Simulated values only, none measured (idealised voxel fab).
voxel self aligned contacts: a process module
The cross-section shown here is cut; it is 160 nm wide and divided into square cells measuring 5 nm on a side.
If you're reading a cross-section in this doc, picture square cells in a grid; it comes to you as bands, top ones listed first down to the bottom, and a band can be one or more rows of cells. Band: top and bottom heights (nm) first, top before bottom; then materials from left to right, widths in nm. "edge to edge" marks a sole material filling the band edge to edge. "empty" denotes empty space. It should be noted that heights are counted from 0, beneath which the wafer as supplied is of one material throughout, and that the lowest band possesses no lower boundary but continues downward, as written in "0..down". With a width like "30 to 40", each row of cells in the band differs from the next by the same amount, the top row carrying the first number and the bottom row the second. Reading "remains unaltered" for a step: not a cell of the cross-section changed in it. Voids not open to the top, 8 cells minimum: see "Sealed voids". Written width x height at distance; distance is from the left edge; nm. Formally, on a step line, whatever follows the settings is a remark that the simulator itself makes on the step. overlay nm: on a step with a mask, how far right of its planned place the mask lay; negative means left.
### Set out below are the planned steps of the process
| 1 | RECEIVE,material Si |
| 2 | OXIDIZE,depth nm 5 |
| 3 | DIRECTIONAL_DEP,material polySi,thk nm 30 |
| 4 | DIRECTIONAL_DEP,material SiN,thk nm 25 |
| 5 | PATTERN,tone cover,mask id GATE,material resist,width nm 35,pitch nm 70,thk nm 20,overlay nm 0 |
| 6 | DIRECTIONAL_ETCH,etch materials SiN,depth nm 25 |
| 7 | DIRECTIONAL_ETCH,etch materials polySi,depth nm 30 |
| 8 | STRIP,etch materials resist |
| 9 | CONFORMAL_DEP,material SiN,thk nm 10 |
| 10 | DIRECTIONAL_ETCH,etch materials SiN,depth nm 10 |
| 11 | FILL_DEP,material SiO2,thk nm 15 |
| 12 | CMP,height nm 65 |
| 13 | DIRECTIONAL_DEP,material aC,thk nm 15 |
| 14 | PATTERN,tone open,mask id CONTACT,material resist,width nm 45,thk nm 35,overlay nm 0 |
| 15 | DIRECTIONAL_ETCH,etch materials aC,depth nm 15 |
| 16 | STRIP,etch materials resist |
| 17 | DIRECTIONAL_ETCH,etch materials SiO2,depth nm 70 |
| 18 | STRIP,etch materials aC |
| 19 | CONFORMAL_DEP,material TiN,thk nm 5 |
| 20 | FILL_DEP,material W,thk nm 10 |
| 21 | CMP,height nm 65 |
| 22 | CONFORMAL_DEP,material SiN,thk nm 5 |
### Shown in cross-section is the wafer as received, that is, as it stands after step 1
  0..down: Si edge to edge
  Sealed voids: none
### Wafer cross-section at module end: first of two, run to plan
  70..65: SiN edge to edge
  65..55: SiO2: 55, TiN: 5 to 20, W: 35 to 5, TiN: 5 to 20, SiO2: 60
  55..30: SiO2: 15, SiN: 55, TiN: 5, W: 5, TiN: 5, SiN: 55, SiO2: 20
  30..0: SiO2: 15, SiN: 10, polySi: 35, SiN: 10, TiN: 5, W: 5, TiN: 5, SiN: 10, polySi: 35, SiN: 10, SiO2: 20
  0..-5: SiO2: 70, TiN: 15, SiO2: 75
  -5..down: Si edge to edge
  Sealed voids: none
### second wafer at the end: like start, like plan, one mistake
  70..65: SiN edge to edge
  65..55: SiO2: 50, TiN: 5 to 25, W: 35 to 5, TiN: 5 to 15, SiO2: 65
  55..30: SiO2: 15, SiN: 55, TiN: 5, W: 5, TiN: 5, SiN: 55, SiO2: 20
  30..0: SiO2: 15, SiN: 10, polySi: 35, SiN: 10, TiN: 5, W: 5, TiN: 5, SiN: 10, polySi: 35, SiN: 10, SiO2: 20
  0..-5: SiO2: 70, TiN: 15, SiO2: 75
  -5..down: Si edge to edge
  Sealed voids: none
In executing the process, a mistake was made relative to the plan: step 14, actual vs plan mismatch, actual run PATTERN,tone open,mask id CONTACT,material resist,width nm 45,thk nm 35,overlay nm -5
At the close, every material occupies the same number of cells on the second wafer as on the first, only in different positions.
